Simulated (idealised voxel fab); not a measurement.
Proc. module: voxel released beams
The width of the displayed cross-section, cut, is 215 nm; its cells are square, with a size of 5 nm.
Cross-section format: a grid of square cells, given as bands from top to bottom; each band is one or more rows of cells.
For a band, the entry starts with two heights in nm, that of the top and then that of the bottom, and carries on with the band's materials in order from left to right, each alongside its width in nm; the word "full width" beside a single material means it fills the band edge to edge, and "blank" means empty space.
Counting heights begins at 0, where everything beneath is, in the wafer as received, one material. The lowest band has no bottom; it goes on downwards, as "0 down" shows.
Width "30 to 40": first value at the band's top row of cells, second value at its bottom row, equal change from row to row.
"changes: none", as given for a step, is the statement that not any cell of the cross-section underwent a change during that step.
"Closed void register" contains a list of empty spaces, each no smaller than 8 cells and without an open way to the top, written in the form width x height at distance with the distance from the left edge and all three in nm.
Heads up: the bit after the settings on a step's line is the simulator's remark on that step.
The line of a step may include "overlay nm". On a step with a mask, this value is how far to the right of its planned place the mask lay. A negative value means the mask lay to the left.

This section lists the process steps that were planned
- 1: RECEIVE,material Si
- 2: CONFORMAL_DEP,material SiN,thk nm 10
- 3: DIRECTIONAL_DEP,material SiO2,thk nm 15
- 4: PATTERN,tone open,mask id ANCHOR,material resist,width nm 45,thk nm 15,overlay nm 0
- 5: DIRECTIONAL_ETCH,etch materials SiO2,depth nm 15
- 6: STRIP,etch materials resist
- 7: CONFORMAL_DEP,material W,thk nm 15
- 8: MASKED_ETCH,tone cover,mask id BEAM,width nm 90,etch materials W,depth nm 15,overlay nm 0
- 9: STRIP,etch materials SiO2

Cross-section: wafer on arrival = after step 1
0 down: Si full width
Closed void register: none

The first of the two wafers as seen in cross-section once the module was finished; processing followed the plan
40 to 25: 60 blank; 20 W; 15 blank; 55 W; 65 blank
25 to 10: 65 blank; 45 W; 105 blank
10 to 0: SiN full width
0 down: Si full width
Closed void register: none

End-of-module cross-section of the second wafer: identical starting point and process plan to the first, with one processing mistake
40 to 25: 65 blank; 15 W; 15 blank; 50 W; 70 blank
25 to 10: 65 blank; 45 W; 105 blank
10 to 0: SiN full width
0 down: Si full width
Closed void register: none
Finding, execution versus plan: step 8 did not use the planned setting and instead ran as MASKED_ETCH,tone cover,mask id BEAM,width nm 80,etch materials W,depth nm 15,overlay nm 0
Cell-count delta at end, second wafer over first, by material: W -6
